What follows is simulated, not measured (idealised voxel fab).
The process module presented herein is designated voxel gate over fins.
The cross-section on display is named cut; it measures 215 nm wide, and its cells are 5 nm squares.
Each cross-section below is a grid of square cells, stated as bands in top-down order, with one or more rows of cells making up each band. Look at the band entry: it leads with the top's height and the bottom's height in nm. Then it lists the materials left to right, with a width in nm for each. The word "all across" on a single material says that material fills the band edge to edge. The word "air" is empty space. Height reference: 0 = level under which incoming wafer is all one material. Lowest band: no bottom, runs on downward, e.g. "top 0, no bottom". It should be noted that a width expressed as "30->40" varies in equal increments from row to row of cells within the band, taking the value of the first number at the top row and that of the second number at the bottom row. Step marked "nothing altered"? Then no cell in the cross-section changed in it. In "Enclosed void list" the enclosed voids are listed, meaning empty spaces of 8 cells or larger without any opening to the top. The form is width x height at distance, distance from the left edge, units nm. What comes after the settings on a step's line is commentary from the simulator itself on that step. What "overlay nm" on a step's line means: if the step has a mask, that mask lay this far to the right of its planned place, or, when the value is negative, to the left.
### The following list gives the planned process steps
1 RECEIVE with material Si
2 CONFORMAL_DEP with material SiN, thk nm 5
3 MASKED_ETCH with tone cover, mask id FINS, width nm 15, pitch nm 60, etch materials SiN, depth nm 5, overlay nm 0
4 MASKED_ETCH with tone cover, mask id FINS, width nm 15, pitch nm 60, etch materials Si, depth nm 30, overlay nm 0
5 FILL_DEP with material SiO2, thk nm 5
6 CMP with height nm 5
7 MASKED_ETCH with tone open, mask id RAIL, width nm 15, etch materials SiO2, depth nm 30, overlay nm 0
8 CONFORMAL_DEP with material TiN, thk nm 5
9 FILL_DEP with material W, thk nm 5
10 CMP with height nm 5
11 SELECTIVE_ETCH with etch materials W Ru TiN, depth nm 25
12 FILL_DEP with material SiO2, thk nm 5
13 CMP with height nm 5
14 SELECTIVE_ETCH with etch materials SiO2, depth nm 15
15 STRIP with etch materials SiN
16 CONFORMAL_DEP with material HfO2, thk nm 5
17 CONFORMAL_DEP with material TiN, thk nm 5
18 CONFORMAL_DEP with material TiAl, thk nm 5
19 CONFORMAL_DEP with material TiN, thk nm 5
20 FILL_DEP with material W, thk nm 10
21 CMP with height nm 25
22 CONFORMAL_DEP with material SiN, thk nm 5
### Cross-section of the wafer upon arrival, representing the state reached after step 1
- top 0, no bottom: Si all across
- Enclosed void list: none
### End state of the module in cross-section, given the above starting point and plan and one mistake in execution
- top 30, bottom 25: SiN all across
- top 25, bottom 20: W all across
- top 20, bottom 15: W=50, TiN=55, W=5, TiN=55, W=50
- top 15, bottom 10: W=50, TiN=5, TiAl=45, TiN=5, W=5, TiN=5, TiAl=45, TiN=5, W=50
- top 10, bottom 5: TiN=55, TiAl=5, TiN=35, TiAl=5, TiN=15, TiAl=5, TiN=35, TiAl=5, TiN=55
- top 5, bottom 0: TiAl=60, TiN=5, HfO2=25, TiN=5, TiAl=25, TiN=5, HfO2=25, TiN=5, TiAl=60
- top 0, bottom -5: TiN=65, HfO2=5, Si=15, HfO2=5, TiN=35, HfO2=5, Si=15, HfO2=5, TiN=65
- top -5, bottom -10: HfO2=70, Si=15, HfO2=45, Si=15, HfO2=70
- top -10, bottom -20: SiO2=70, Si=15, SiO2=45, Si=15, SiO2=70
- top -20, bottom -25: SiO2=70, Si=15, SiO2=25, TiN=15, SiO2=5, Si=15, SiO2=70
- top -25, bottom -30: SiO2=70, Si=15, SiO2=45, Si=15, SiO2=70
- top -30, no bottom: Si all across
- Enclosed void list: none
Run error: step 7 did not happen as planned, as run it was MASKED_ETCH with tone open, mask id RAIL, width nm 15, etch materials SiO2, depth nm 30, overlay nm 10
